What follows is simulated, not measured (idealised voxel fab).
process module | voxel double patterning
cross-section cut | 245 nm wide | cells 5 nm
A cross-section is a grid of square cells, given in bands from the top down. A band is one or more rows of cells.
Each band's line starts with the height of the band's top and of its bottom, in nm. Then come its materials from left to right, each with its width in nm. One material with "throughout" fills the band from edge to edge. "air" is empty space.
Height 0 is the level under which the wafer as received is all one material. The lowest band goes on downwards, as in "0 down".
A width such as "30 to 40" changes by the same amount from each row of cells to the next, from the band's top row to its bottom row.
"no change" after a step means that no cell of the cross-section changed.
closed voids: empty space of 8 cells or more with no open way to the top, each as width x height at its distance from the left edge, in nm
after a step's settings: what the simulator itself notes on the step
overlay nm, on a step with a mask: how far to the right of its planned place the mask lay; to the left if negative
plan
1 op RECEIVE | material Si
2 op CONFORMAL_DEP | material SiO2 | thk nm 10
3 op DIRECTIONAL_DEP | material W | thk nm 15
4 op DIRECTIONAL_DEP | material SiN | thk nm 5
5 op PATTERN | tone open | mask id FIRST | material resist | width nm 15 | pitch nm 50 | thk nm 20 | overlay nm 0
6 op DIRECTIONAL_ETCH | etch materials SiN | depth nm 5
7 op STRIP | etch materials resist
8 op MASKED_ETCH | tone open | mask id SECOND | width nm 15 | etch materials SiN | depth nm 5 | overlay nm 0
9 op DIRECTIONAL_ETCH | etch materials W | depth nm 15
10 op STRIP | etch materials SiN
as received, after step 1
  0 down: Si throughout
  closed voids: none
a wafer at the end: this start, this plan, one mistake
  25 to 15: SiO2 throughout
  15 to 0: W throughout
  0 down: Si throughout
  closed voids: none
what went wrong: steps 2 and 3 were swapped
